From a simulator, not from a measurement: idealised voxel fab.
voxel self aligned contacts: a process module
It is cross-section cut that appears here, measuring 160 nm in width, its square cells being 5 nm in size.
The cross-sections in this document take the form of a grid made of square cells. They are written out as bands, in order from top to bottom. Each band consists of one or more rows of cells. A band entry consists of two parts. The first gives the height of the band's top and the height of its bottom, in nm. The rest lists the band's materials from left to right, each with its width in nm. A single material labelled with the word "all across" fills the band from edge to edge, and the word "empty" marks empty space. It should be noted that heights are counted from 0, beneath which the wafer as supplied is of one material throughout, and that the lowest band possesses no lower boundary but continues downward, as written in "from 0 down". Per-row width for "30 to 40": begins at first number (top row of band), ends at second number (bottom row), increment between rows held constant. "stayed the same" means the step left every cell of the cross-section as it was. Closed empty spaces (no open way to the top) of 8 cells or more are what "Closed empty spaces" lists, each as width x height at distance from the left edge, nm for all three. Read whatever lies past the settings on a step's line as the simulator's own remark about the step. overlay nm: how far to the right of its planned place the mask lay on this masked step (negative: to the left).

-- Listed below are the process steps as planned
1: RECEIVE, material Si
2: OXIDIZE, depth nm 5
3: DIRECTIONAL_DEP, material polySi, thk nm 25
4: DIRECTIONAL_DEP, material SiN, thk nm 20
5: DIRECTIONAL_DEP, material aC, thk nm 10
6: PATTERN, tone cover, mask id GATE, material resist, width nm 20, pitch nm 75, thk nm 25, overlay nm 0
7: DIRECTIONAL_ETCH, etch materials aC, depth nm 10
8: STRIP, etch materials resist
9: DIRECTIONAL_ETCH, etch materials SiN, depth nm 20
10: DIRECTIONAL_ETCH, etch materials polySi, depth nm 25
11: STRIP, etch materials aC
12: CONFORMAL_DEP, material SiN, thk nm 10
13: DIRECTIONAL_ETCH, etch materials SiN, depth nm 10
14: FILL_DEP, material SiO2, thk nm 15
15: CMP, height nm 50
16: DIRECTIONAL_DEP, material aC, thk nm 15
17: PATTERN, tone open, mask id CONTACT, material resist, width nm 55, thk nm 35, overlay nm 0
18: DIRECTIONAL_ETCH, etch materials aC, depth nm 15
19: STRIP, etch materials resist
20: DIRECTIONAL_ETCH, etch materials SiO2, depth nm 55
21: STRIP, etch materials aC
22: CONFORMAL_DEP, material TiN, thk nm 5
23: FILL_DEP, material Ru, thk nm 10
24: CMP, height nm 50
25: CONFORMAL_DEP, material SiCN, thk nm 5
Variable across wafers: step 6 width nm (plan value is that of the first wafer; starting state common to all).

-- Cross-section of the first of several received wafers, showing its state after step 1
* from 0 down  Si all across
* Closed empty spaces: none

-- Quick look at the cross-section of the first of several wafers after step 25, which wraps up the module
* from 55 to 50  SiCN all across
* from 50 to 45  SiO2=50 / TiN=15 / Ru=25 / TiN=15 / SiO2=55
* from 45 to 25  SiO2=20 / SiN=40 / TiN=5 / Ru=25 / TiN=5 / SiN=40 / SiO2=25
* from 25 to 0  SiO2=20 / SiN=10 / polySi=20 / SiN=10 / TiN=5 / Ru=25 / TiN=5 / SiN=10 / polySi=20 / SiN=10 / SiO2=25
* from 0 to -5  SiO2=60 / TiN=35 / SiO2=65
* from -5 down  Si all across
* Closed empty spaces: none

-- Cross-sectional depiction of the last of several wafers upon completion of the module
* from 55 to 50  SiCN all across
* from 50 to 45  SiO2=50 / TiN=55 / SiO2=55
* from 45 to 25  SiO2=10 / SiN=65 / TiN=10 / SiN=65 / SiO2=10
* from 25 to 0  SiO2=10 / SiN=10 / polySi=45 / SiN=10 / TiN=10 / SiN=10 / polySi=45 / SiN=10 / SiO2=10
* from 0 to -5  SiO2=75 / TiN=10 / SiO2=75
* from -5 down  Si all across
* Closed empty spaces: none

-- Below: a row per wafer. Contents at end of module: for every material, cells gained since receipt (+) or lost since receipt (-); then closed voids
width nm 20 | +50 Ru | -32 Si | +32 SiCN | +104 SiN | +127 SiO2 | +31 TiN | +40 polySi | Closed empty spaces: none
width nm 25 | +40 Ru | -32 Si | +32 SiCN | +112 SiN | +119 SiO2 | +31 TiN | +50 polySi | Closed empty spaces: none
width nm 30 | +30 Ru | -32 Si | +32 SiCN | +120 SiN | +111 SiO2 | +31 TiN | +60 polySi | Closed empty spaces: none
width nm 35 | +20 Ru | -32 Si | +32 SiCN | +128 SiN | +103 SiO2 | +31 TiN | +70 polySi | Closed empty spaces: none
width nm 40 | +10 Ru | -32 Si | +32 SiCN | +136 SiN | +95 SiO2 | +31 TiN | +80 polySi | Closed empty spaces: none
width nm 45 | -32 Si | +32 SiCN | +144 SiN | +87 SiO2 | +31 TiN | +90 polySi | Closed empty spaces: none
